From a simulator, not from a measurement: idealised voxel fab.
This is a process module. Its name is voxel self aligned vias.
We display cut, a cross-section 285 nm in width whose square cells are each 5 nm.
Each cross-section below is a grid of square cells, stated as bands in top-down order, with one or more rows of cells making up each band. First you get the band's top height and its bottom height, in nm, and then the materials it's made of, left to right, with each width in nm. If you see a single material with "throughout", that one covers the band edge to edge. "blank" is empty space. Where do heights start? At 0: under that level the wafer as delivered is made of one material only. And the lowest band has no floor; it just carries on downward, as in "0 down". A width given as "30..40" starts at the first number in the band's top row and ends at the second number in its bottom row, shifting by an equal amount at every step from row to row. Reading "nothing altered" for a step: not a cell of the cross-section changed in it. Each empty space that has no open way to the top and spans at least 8 cells appears under "Internal closed voids" as width x height at distance, the distance counted from the left edge, all in nm. On a step's line, text after the settings is the simulator commenting on that step. A step's line can hold "overlay nm"; with a mask on that step, the setting says how far right of the planned place the mask lay, while a negative setting says it lay to the left.

The planned process steps are enumerated hereunder:
1 RECEIVE: material Si
2 CONFORMAL_DEP: material SiO2, thk nm 15
3 CONFORMAL_DEP: material SiCN, thk nm 5
4 DIRECTIONAL_DEP: material lowk, thk nm 25
5 MASKED_ETCH: tone open, mask id LINES, width nm 30, pitch nm 60, etch materials lowk, depth nm 25, overlay nm 0
6 CONFORMAL_DEP: material TiN, thk nm 5
7 FILL_DEP: material W, thk nm 10
8 CMP: height nm 45
9 SELECTIVE_ETCH: etch materials W Ru TiN, depth nm 5
10 FILL_DEP: material SiN, thk nm 5
11 CMP: height nm 45
12 DIRECTIONAL_DEP: material lowk, thk nm 20
13 MASKED_ETCH: tone open, mask id VIAS, width nm 40, pitch nm 60, etch materials lowk, depth nm 20, overlay nm 0
14 MASKED_ETCH: tone open, mask id VIAS, width nm 40, pitch nm 60, etch materials SiN, depth nm 5, overlay nm 0
15 CONFORMAL_DEP: material TiN, thk nm 5
16 FILL_DEP: material Cu, thk nm 5
17 CMP: height nm 65
18 CONFORMAL_DEP: material SiCN, thk nm 5

As-received wafer cross-section (after step 1):
> 0 down = Si throughout
> Internal closed voids: none

Starting structure and process plan are as shown above, but one mistake was made in running the module; the wafer cross-section at the end of the module follows:
> 70 to 65 = SiCN throughout
> 65 to 50 = 60 lowk / 5 TiN / 30 Cu / 5 TiN / 20 lowk / 5 TiN / 30 Cu / 5 TiN / 20 lowk / 5 TiN / 30 Cu / 5 TiN / 65 lowk
> 50 to 45 = 60 lowk / 40 TiN / 20 lowk / 40 TiN / 20 lowk / 40 TiN / 65 lowk
> 45 to 40 = 60 SiN / 5 TiN / 30 lowk / 5 TiN / 20 SiN / 5 TiN / 30 lowk / 5 TiN / 20 SiN / 5 TiN / 30 lowk / 5 TiN / 65 SiN
> 40 to 25 = 60 W / 5 TiN / 30 lowk / 5 TiN / 20 W / 5 TiN / 30 lowk / 5 TiN / 20 W / 5 TiN / 30 lowk / 5 TiN / 65 W
> 25 to 20 = 65 TiN / 30 lowk / 30 TiN / 30 lowk / 30 TiN / 30 lowk / 70 TiN
> 20 to 15 = SiCN throughout
> 15 to 0 = SiO2 throughout
> 0 down = Si throughout
> Internal closed voids: none
Want to know what went wrong? step 5 was processed under conditions differing from the plan, specifically as MASKED_ETCH: tone cover, mask id LINES, width nm 30, pitch nm 60, etch materials lowk, depth nm 25, overlay nm 0
